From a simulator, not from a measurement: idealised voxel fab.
Process module, titled voxel self aligned contacts
Cross-section cut spans 295 nm and uses square cells 5 nm in size.
Each cross-section below is a grid of square cells, stated as bands in top-down order, with one or more rows of cells making up each band.
Top, bottom (nm), then materials left to right with widths (nm); lone material tagged "full width" fills the whole band edge to edge; "blank" = empty space.
Basically, 0 is our baseline, since under it the wafer straight out of the box is all one material. The bottom band has no lower end and keeps on going down, so it looks like "top 0, no bottom".
The two numbers in a width such as "30..40" mark its ends across the band: the first belongs to the top row of cells, the second to the bottom row, and from each row to the next the width moves by the same amount.
Reading "no alterations made" for a step: not a cell of the cross-section changed in it.
If an empty space has no open way to the top and is at least 8 cells in size, "Fully closed voids" lists it, written width x height at distance, where distance is measured from the left edge and every value is in nm.
On each step's line, the part that comes after the settings is the simulator's own comment on the step.
For masked steps, "overlay nm" on the step line gives how far right of plan the mask actually lay; a minus sign means it lay to the left.
## Intended process steps
- 1: RECEIVE, material Si
- 2: CONFORMAL_DEP, material SiO2, thk nm 5
- 3: DIRECTIONAL_DEP, material polySi, thk nm 20
- 4: DIRECTIONAL_DEP, material SiN, thk nm 20
- 5: DIRECTIONAL_DEP, material aC, thk nm 10
- 6: PATTERN, tone cover, mask id GATE, material resist, width nm 30, pitch nm 75, thk nm 25, overlay nm 0
- 7: DIRECTIONAL_ETCH, etch materials aC, depth nm 10
- 8: STRIP, etch materials resist
- 9: DIRECTIONAL_ETCH, etch materials SiN, depth nm 20
- 10: DIRECTIONAL_ETCH, etch materials polySi, depth nm 20
- 11: STRIP, etch materials aC
- 12: CONFORMAL_DEP, material SiN, thk nm 10
- 13: DIRECTIONAL_ETCH, etch materials SiN, depth nm 10
- 14: FILL_DEP, material SiO2, thk nm 20
- 15: CMP, height nm 55
- 16: DIRECTIONAL_DEP, material aC, thk nm 15
- 17: PATTERN, tone open, mask id CONTACT, material resist, width nm 55, thk nm 30, overlay nm 0
- 18: DIRECTIONAL_ETCH, etch materials aC, depth nm 15
- 19: STRIP, etch materials resist
- 20: DIRECTIONAL_ETCH, etch materials SiO2, depth nm 55
- 21: STRIP, etch materials aC
- 22: CONFORMAL_DEP, material TiN, thk nm 5
- 23: FILL_DEP, material W, thk nm 5
- 24: CMP, height nm 55
- 25: CONFORMAL_DEP, material SiN, thk nm 5
## Cross-section of the wafer upon arrival, representing the state reached after step 1
    top 0, no bottom  Si full width
    Fully closed voids: none
## Below is the wafer in cross-section after the module was completed. It began from the starting point shown above and followed the plan shown above, except that one mistake was made while running it
    top 60, bottom 55  SiN full width
    top 55, bottom 45  SiO2 (120), then TiN (5..20), then W (45..15), then TiN (5..20), then SiO2 (120)
    top 45, bottom 25  SiO2 (85), then SiN (50), then TiN (5), then W (15), then TiN (5), then SiN (50), then SiO2 (85)
    top 25, bottom 10  SiO2 (85), then SiN (10), then polySi (30), then SiN (10), then TiN (5), then W (15), then TiN (5), then SiN (10), then polySi (30), then SiN (10), then SiO2 (85)
    top 10, bottom 5  SiO2 (85), then SiN (10), then polySi (30), then SiN (10), then TiN (25), then SiN (10), then polySi (30), then SiN (10), then SiO2 (85)
    top 5, bottom 0  SiN full width
    top 0, no bottom  Si full width
    Fully closed voids: none
Finding, execution versus plan: step 2 was run on a setting that differed from the plan, and what really ran there is CONFORMAL_DEP, material SiN, thk nm 5
